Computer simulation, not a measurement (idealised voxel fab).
Presented below is a process module, voxel released beams.
cross-section cut | 200 nm wide | cells 5 nm
Cross-section = grid of square cells, listed top down in bands; band = one or more rows. This entry defines a band. It first specifies the height of the band's top and the height of its bottom in nm, and then specifies the band's materials from left to right, stating each material with its width in nm. The word "edge to edge" identifies a single material that fills the band from edge to edge, while the word "empty" identifies empty space. Heights are expressed relative to 0, this being the level below which the as-received wafer comprises one material exclusively. The lowest band is unbounded in the downward direction and is denoted as in "z 0 and below". The width entry "30->40" should be interpreted row by row: the top row of cells in the band takes the first number, the bottom row takes the second number, and the change between adjacent rows is uniform throughout. What does "same as before" mean for a step? It means no cell of the cross-section changed in that step. Reported under the label "Voids lacking openings" are the empty spaces having no open way to the top and comprising 8 cells or more; the notation for each is width x height at distance, in which the distance is measured from the left edge and all three values are in nm. On a step's line, text after the settings is the simulator commenting on that step. When a step includes a mask, the "overlay nm" setting on its line states how far to the right of its planned place that mask lay, and negative values state how far to the left.

-- Planned step list for the process
1: RECEIVE,material Si
2: CONFORMAL_DEP,material Al2O3,thk nm 10
3: DIRECTIONAL_DEP,material SiO2,thk nm 20
4: MASKED_ETCH,tone open,mask id ANCHOR,width nm 25,etch materials SiO2,depth nm 20,overlay nm 0
5: CONFORMAL_DEP,material polySi,thk nm 10
6: MASKED_ETCH,tone cover,mask id BEAM,width nm 75,etch materials polySi,depth nm 10,overlay nm 0
7: STRIP,etch materials SiO2

-- as received, after step 1
z 0 and below: Si edge to edge
Voids lacking openings: none

-- The following cross-section depicts the wafer upon conclusion of the module. Processing commenced from the starting condition illustrated above and adhered to the plan illustrated above, save for one mistake in execution
z 40 to 30: 60 empty / 25 polySi / 5 empty / 45 polySi / 65 empty
z 30 to 20: 75 empty / 10 polySi / 5 empty / 10 polySi / 100 empty
z 20 to 10: 75 empty / 25 polySi / 100 empty
z 10 to 0: Al2O3 edge to edge
z 0 and below: Si edge to edge
Voids lacking openings: none
Against the plan, the run slipped here: contrary to plan, step 4 was performed as MASKED_ETCH,tone open,mask id ANCHOR,width nm 25,etch materials SiO2,depth nm 20,overlay nm 10
